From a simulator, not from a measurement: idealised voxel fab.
process module | voxel self aligned contacts
cross-section cut | 225 nm wide | cells 5 nm
A cross-section is a grid of square cells, given in bands from the top down. A band is one or more rows of cells.
Each band's line starts with the height of the band's top and of its bottom, in nm. Then come its materials from left to right, each with its width in nm. One material with "throughout" fills the band from edge to edge. "air" is empty space.
Height 0 is the level under which the wafer as received is all one material. The lowest band goes on downwards, as in "0 down".
A width such as "30 to 40" changes by the same amount from each row of cells to the next, from the band's top row to its bottom row.
"no change" after a step means that no cell of the cross-section changed.
closed voids: empty space of 8 cells or more with no open way to the top, each as width x height at its distance from the left edge, in nm
after a step's settings: what the simulator itself notes on the step
overlay nm, on a step with a mask: how far to the right of its planned place the mask lay; to the left if negative
plan
1 op RECEIVE | material Si
2 op OXIDIZE | depth nm 5
3 op DIRECTIONAL_DEP | material polySi | thk nm 30
4 op DIRECTIONAL_DEP | material SiN | thk nm 15
5 op MASKED_ETCH | tone cover | mask id GATE | width nm 30 | pitch nm 55 | etch materials SiN | depth nm 15 | overlay nm 0
6 op MASKED_ETCH | tone cover | mask id GATE | width nm 30 | pitch nm 55 | etch materials polySi | depth nm 30 | overlay nm 0
7 op CONFORMAL_DEP | material SiN | thk nm 5
8 op DIRECTIONAL_ETCH | etch materials SiN | depth nm 5
9 op FILL_DEP | material SiO2 | thk nm 20
10 op CMP | height nm 55
11 op MASKED_ETCH | tone open | mask id CONTACT | width nm 35 | pitch nm 55 | etch materials SiO2 | depth nm 60 | overlay nm 0
12 op CONFORMAL_DEP | material TiN | thk nm 5
13 op FILL_DEP | material W | thk nm 10
14 op CMP | height nm 55
15 op CONFORMAL_DEP | material SiN | thk nm 5
as received, after step 1
  0 down: Si throughout
  closed voids: none
first wafer at the end, as planned
  60 to 55: SiN throughout
  55 to 45: SiO2 65 | TiN 5 to 15 | W 25 to 5 | TiN 5 to 15 | SiO2 20 | TiN 5 to 15 | W 25 to 5 | TiN 5 to 15 | SiO2 70
  45 to 30: SiO2 35 | SiN 40 | TiN 5 | W 5 | TiN 5 | SiN 40 | TiN 5 | W 5 | TiN 5 | SiN 40 | SiO2 40
  30 to 0: SiO2 35 | SiN 5 | polySi 30 | SiN 5 | TiN 5 | W 5 | TiN 5 | SiN 5 | polySi 30 | SiN 5 | TiN 5 | W 5 | TiN 5 | SiN 5 | polySi 30 | SiN 5 | SiO2 40
  0 to -5: SiO2 75 | TiN 15 | SiO2 40 | TiN 15 | SiO2 80
  -5 down: Si throughout
  closed voids: none
second wafer at the end: like start, like plan, one mistake
  60 to 55: SiN throughout
  55 to 45: SiO2 65 | TiN 5 to 15 | W 25 to 5 | TiN 5 to 15 | SiO2 20 | TiN 5 to 15 | W 25 to 5 | TiN 5 to 15 | SiO2 70
  45 to 30: SiO2 35 | SiN 40 | TiN 5 | W 5 | TiN 5 | SiN 40 | TiN 5 | W 5 | TiN 5 | SiN 40 | SiO2 40
  30 to 10: SiO2 35 | SiN 5 | polySi 30 | SiN 5 | TiN 5 | W 5 | TiN 5 | SiN 5 | polySi 30 | SiN 5 | TiN 5 | W 5 | TiN 5 | SiN 5 | polySi 30 | SiN 5 | SiO2 40
  10 to 5: SiO2 35 | SiN 5 | polySi 30 | SiN 5 | TiN 15 | SiN 5 | polySi 30 | SiN 5 | TiN 15 | SiN 5 | polySi 30 | SiN 5 | SiO2 40
  5 to 0: SiN 40 | polySi 30 | SiN 25 | polySi 30 | SiN 25 | polySi 30 | SiN 45
  0 to -5: SiO2 throughout
  -5 down: Si throughout
  closed voids: none
what went wrong: steps 7 and 8 were swapped
at the end the second wafer has, in cells: 21 more of SiN | 9 fewer of SiO2 | 8 fewer of TiN | 4 fewer of W
